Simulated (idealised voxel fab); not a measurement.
The following process module bears the name voxel ribs on slabs.
For reference, the cross-section in this document is cut, with width 140 nm and square cells of 5 nm.
Reading order for cross-sections: top band down to bottom band. Underlying form: a grid of square cells. Band size: one or more rows of cells. Top height, bottom height, nm. Materials left to right, width each, nm. Single material + "everywhere" = fills band edge to edge. "air" = empty. Beneath 0, the wafer as received is one material, and that level is where height counting begins. The lowest band goes on downward without a bottom; it is written like "0..down". Top row gets the first number, bottom row gets the second, and each row in between changes by the same step: that is how a band width like "30 to 40" works. Key: "everything unchanged" - step with no changed cell in the cross-section. Entry "Cavities, closed". Content: empty spaces with no open connection to the top, size 8 cells or greater. Each: width x height at distance. Distance: from left edge. Unit: nm. Formally, on a step line, whatever follows the settings is a remark that the simulator itself makes on the step. "overlay nm", when on a step's line for a step with a mask, measures how far to the right of its planned place the mask lay; a negative measure means to the left.
Steps planned for the process:
| 1 | RECEIVE | material Si |
| 2 | DIRECTIONAL_DEP | material SiO2 | thk nm 30 |
| 3 | DIRECTIONAL_DEP | material SiN | thk nm 15 |
| 4 | DIRECTIONAL_DEP | material aC | thk nm 10 |
| 5 | PATTERN | tone cover | mask id RIB | material resist | width nm 30 | thk nm 30 | overlay nm 0 |
| 6 | DIRECTIONAL_ETCH | etch materials aC | depth nm 10 |
| 7 | STRIP | etch materials resist |
| 8 | DIRECTIONAL_ETCH | etch materials SiN | depth nm 5 |
| 9 | STRIP | etch materials aC |
| 10 | MASKED_ETCH | tone cover | mask id SLAB | width nm 90 | etch materials SiN | depth nm 10 | overlay nm 0 |
| 11 | FILL_DEP | material SiO2 | thk nm 30 |
| 12 | CMP | height nm 65 |
| 13 | DIRECTIONAL_DEP | material W | thk nm 10 |
| 14 | DIRECTIONAL_DEP | material aC | thk nm 10 |
| 15 | PATTERN | tone cover | mask id HEATER | material resist | width nm 40 | thk nm 30 | overlay nm 0 |
| 16 | DIRECTIONAL_ETCH | etch materials aC | depth nm 10 |
| 17 | STRIP | etch materials resist |
| 18 | DIRECTIONAL_ETCH | etch materials W | depth nm 10 |
| 19 | STRIP | etch materials aC |
| 20 | CONFORMAL_DEP | material SiN | thk nm 10 |
Wafer cross-section on receipt, i.e. after step 1:
    0..down = Si everywhere
    Cavities, closed: none
Look at the cross-section after the module: the wafer started out the way shown above and the plan was the one shown above, yet one mistake was made along the way:
    80..75 = 40 of air; 60 of SiN; 40 of air
    75..70 = SiN everywhere
    70..65 = 50 of SiN; 40 of W; 50 of SiN
    65..45 = SiO2 everywhere
    45..40 = 55 of SiO2; 30 of SiN; 55 of SiO2
    40..30 = 25 of SiO2; 90 of SiN; 25 of SiO2
    30..0 = SiO2 everywhere
    0..down = Si everywhere
    Cavities, closed: none
Which mistake was made when the wafer was run? so step 13 ended up running with a different setting than we planned, it ran as DIRECTIONAL_DEP | material W | thk nm 5
